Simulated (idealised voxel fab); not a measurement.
The process module presented herein is designated voxel released beams.
It is cross-section cut that appears here, measuring 250 nm in width, its square cells being 5 nm in size.
How to read a cross-section here: the picture is a grid of square cells, written as bands going from the top down, and any band can span one or more rows of cells. Band: top height; bottom height; in nm. Then, left to right: material with width in nm, for each material. "full width": a single material spanning edge to edge. "empty": empty space. Heights are expressed relative to 0, this being the level below which the as-received wafer comprises one material exclusively. The lowest band is unbounded in the downward direction and is denoted as in "0 -> down". A two-number width, for instance "30->40", indicates that the width is equal to the first number in the top row of the band and to the second number in the bottom row, and that it changes by a constant amount per row of cells. Any step labelled "nothing changed" changed none of the cells in the cross-section. The list in "Closed empty spaces" covers empty spaces of 8 cells or more that cannot reach the top through any open way, and it gives each as width x height at distance; the distance is from the left edge, and width, height and distance are in nm. Text after the settings on a step's line: the simulator's own remark on that step. overlay nm: mask offset rightward from planned place, masked step; negative means leftward offset.
-- These are the steps we planned for the process
1) RECEIVE, material Si
2) CONFORMAL_DEP, material SiN, thk nm 5
3) DIRECTIONAL_DEP, material SiO2, thk nm 20
4) MASKED_ETCH, tone open, mask id ANCHOR, width nm 35, etch materials SiO2, depth nm 20, overlay nm 0
5) CONFORMAL_DEP, material polySi, thk nm 10
6) MASKED_ETCH, tone cover, mask id BEAM, width nm 85, etch materials polySi, depth nm 10, overlay nm -15
7) STRIP, etch materials SiO2
Among the wafers covered here, the point of difference is the overlay nm at step 6; their starting state is shared, and the plan presents the value of the first wafer.
-- The first of several wafers as received, shown in cross-section; this is its state after step 1
- 0 -> down  Si full width
- Closed empty spaces: none
-- End of the module, past its last step, step 7: how the first of several wafers looks in cross-section
- 35 -> 25  65 empty / 30 polySi / 15 empty / 40 polySi / 100 empty
- 25 -> 15  85 empty / 10 polySi / 15 empty / 10 polySi / 130 empty
- 15 -> 5  85 empty / 35 polySi / 130 empty
- 5 -> 0  SiN full width
- 0 -> down  Si full width
- Closed empty spaces: none
-- Cross-section of the last wafer at end of module
- 35 -> 25  110 empty / 70 polySi / 70 empty
- 25 -> 15  85 empty / 10 polySi / 15 empty / 10 polySi / 130 empty
- 15 -> 5  85 empty / 35 polySi / 130 empty
- 5 -> 0  SiN full width
- 0 -> down  Si full width
- Closed empty spaces: none
-- Rows = wafers. At module end, each row lists per material the cells gained (+) or lost (-) since the wafer was received, then the closed voids
overlay nm -15 | +50 SiN | +50 polySi | Closed empty spaces: none
overlay nm -10 | +50 SiN | +50 polySi | Closed empty spaces: none
overlay nm -5 | +50 SiN | +50 polySi | Closed empty spaces: none
overlay nm 0 | +50 SiN | +50 polySi | Closed empty spaces: none
overlay nm 5 | +50 SiN | +50 polySi | Closed empty spaces: none
overlay nm 10 | +50 SiN | +50 polySi | Closed empty spaces: none
overlay nm 15 | +50 SiN | +50 polySi | Closed empty spaces: none
